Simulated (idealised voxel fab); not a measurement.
process module | voxel air gaps
cross-section cut | 275 nm wide | cells 5 nm
A cross-section is a grid of square cells, given in bands from the top down. A band is one or more rows of cells.
Each band's line starts with the height of the band's top and of its bottom, in nm. Then come its materials from left to right, each with its width in nm. One material with "throughout" fills the band from edge to edge. "air" is empty space.
Height 0 is the level under which the wafer as received is all one material. The lowest band goes on downwards, as in "0 down".
A width such as "30 to 40" changes by the same amount from each row of cells to the next, from the band's top row to its bottom row.
"no change" after a step means that no cell of the cross-section changed.
closed voids: empty space of 8 cells or more with no open way to the top, each as width x height at its distance from the left edge, in nm
after a step's settings: what the simulator itself notes on the step
overlay nm, on a step with a mask: how far to the right of its planned place the mask lay; to the left if negative
plan
1 op RECEIVE | material Si
2 op CONFORMAL_DEP | material SiO2 | thk nm 10
3 op CONFORMAL_DEP | material SiCN | thk nm 5
4 op DIRECTIONAL_DEP | material SiO2 | thk nm 35
5 op MASKED_ETCH | tone open | mask id LINES | width nm 20 | pitch nm 45 | etch materials SiO2 | depth nm 35 | overlay nm 0
6 op CONFORMAL_DEP | material TiN | thk nm 5
7 op FILL_DEP | material Ru | thk nm 5
8 op CMP | height nm 50
9 op EPI | material Ru | thk nm 10
10 op SELECTIVE_ETCH | etch materials SiO2 | depth nm 45
11 op CONFORMAL_DEP | material SiCN | thk nm 5
as received, after step 1
  0 down: Si throughout
  closed voids: none
first wafer at the end, as planned
  65 to 60: air 65 | SiCN 140 | air 70
  60 to 50: air 65 | SiCN 5 | Ru 40 | SiCN 5 | Ru 40 | SiCN 5 | Ru 40 | SiCN 5 | air 70
  50 to 45: air 65 | SiCN 15 | TiN 5 | Ru 10 | TiN 5 | SiCN 25 | TiN 5 | Ru 10 | TiN 5 | SiCN 25 | TiN 5 | Ru 10 | TiN 5 | SiCN 15 | air 70
  45 to 20: air 75 | SiCN 5 | TiN 5 | Ru 10 | TiN 5 | SiCN 5 | air 15 | SiCN 5 | TiN 5 | Ru 10 | TiN 5 | SiCN 5 | air 15 | SiCN 5 | TiN 5 | Ru 10 | TiN 5 | SiCN 5 | air 80
  20 to 15: SiCN 80 | TiN 20 | SiCN 25 | TiN 20 | SiCN 25 | TiN 20 | SiCN 85
  15 to 10: SiCN throughout
  10 to 0: SiO2 throughout
  0 down: Si throughout
  closed voids: 15 x 25 at 105; 15 x 25 at 150
second wafer at the end: like start, like plan, one mistake
  75 to 70: air 55 | SiCN 160 | air 60
  70 to 50: air 55 | SiCN 5 | Ru 150 | SiCN 5 | air 60
  50 to 45: air 55 | SiCN 25 | TiN 5 | Ru 10 | TiN 5 | SiO2 25 | TiN 5 | Ru 10 | TiN 5 | SiO2 25 | TiN 5 | Ru 10 | TiN 5 | SiCN 25 | air 60
  45 to 20: air 75 | SiCN 5 | TiN 5 | Ru 10 | TiN 5 | SiO2 25 | TiN 5 | Ru 10 | TiN 5 | SiO2 25 | TiN 5 | Ru 10 | TiN 5 | SiCN 5 | air 80
  20 to 15: SiCN 80 | TiN 20 | SiO2 25 | TiN 20 | SiO2 25 | TiN 20 | SiCN 85
  15 to 10: SiCN throughout
  10 to 0: SiO2 throughout
  0 down: Si throughout
  closed voids: none
what went wrong: step 9 was run twice
at the end the second wafer has, in cells: 72 more of Ru | 32 fewer of SiCN | 70 more of SiO2
closed voids at the end (first wafer, second wafer): 2, 0
